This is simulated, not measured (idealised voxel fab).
process module | voxel self aligned vias
cross-section cut | 225 nm wide | cells 5 nm
A cross-section is a grid of square cells, given in bands from the top down. A band is one or more rows of cells.
Each band's line starts with the height of the band's top and of its bottom, in nm. Then come its materials from left to right, each with its width in nm. One material with "throughout" fills the band from edge to edge. "air" is empty space.
Height 0 is the level under which the wafer as received is all one material. The lowest band goes on downwards, as in "0 down".
A width such as "30 to 40" changes by the same amount from each row of cells to the next, from the band's top row to its bottom row.
"no change" after a step means that no cell of the cross-section changed.
closed voids: empty space of 8 cells or more with no open way to the top, each as width x height at its distance from the left edge, in nm
after a step's settings: what the simulator itself notes on the step
overlay nm, on a step with a mask: how far to the right of its planned place the mask lay; to the left if negative
plan
1 op RECEIVE | material Si
2 op CONFORMAL_DEP | material SiO2 | thk nm 15
3 op CONFORMAL_DEP | material SiCN | thk nm 5
4 op DIRECTIONAL_DEP | material SiO2 | thk nm 20
5 op DIRECTIONAL_DEP | material aC | thk nm 10
6 op PATTERN | tone open | mask id LINES | material resist | width nm 20 | pitch nm 45 | thk nm 25 | overlay nm 0
7 op DIRECTIONAL_ETCH | etch materials aC | depth nm 10
8 op STRIP | etch materials resist
9 op DIRECTIONAL_ETCH | etch materials SiO2 | depth nm 20
10 op STRIP | etch materials aC
11 op CONFORMAL_DEP | material TiN | thk nm 5
12 op FILL_DEP | material Ru | thk nm 10
13 op CMP | height nm 40
14 op SELECTIVE_ETCH | etch materials W Ru TiN | depth nm 5
15 op FILL_DEP | material SiN | thk nm 10
16 op CMP | height nm 40
17 op DIRECTIONAL_DEP | material SiO2 | thk nm 20
18 op MASKED_ETCH | tone open | mask id VIAS | width nm 20 | etch materials SiO2 | depth nm 20 | overlay nm 0
19 op MASKED_ETCH | tone open | mask id VIAS | width nm 30 | etch materials SiN | depth nm 5 | overlay nm 0
20 op CONFORMAL_DEP | material TiN | thk nm 5
21 op FILL_DEP | material Ru | thk nm 5
22 op CMP | height nm 60
23 op CONFORMAL_DEP | material SiCN | thk nm 5
varied across the wafers: width nm of step 18. The plan shows the first wafer's value. All wafers start alike
first wafer as received, after step 1
  0 down: Si throughout
  closed voids: none
each wafer at the end: cells of each material gained (+) or lost (-) since it was received, then its closed voids
width nm 20 | +16 Ru | +90 SiCN | +4 SiN | +447 SiO2 | +28 TiN | closed voids: none
width nm 25 | +19 Ru | +90 SiCN | +4 SiN | +443 SiO2 | +29 TiN | closed voids: none
width nm 30 | +22 Ru | +90 SiCN | +4 SiN | +439 SiO2 | +30 TiN | closed voids: none
width nm 35 | +25 Ru | +90 SiCN | +4 SiN | +435 SiO2 | +31 TiN | closed voids: none
width nm 40 | +28 Ru | +90 SiCN | +4 SiN | +431 SiO2 | +32 TiN | closed voids: none
width nm 45 | +31 Ru | +90 SiCN | +4 SiN | +427 SiO2 | +33 TiN | closed voids: none
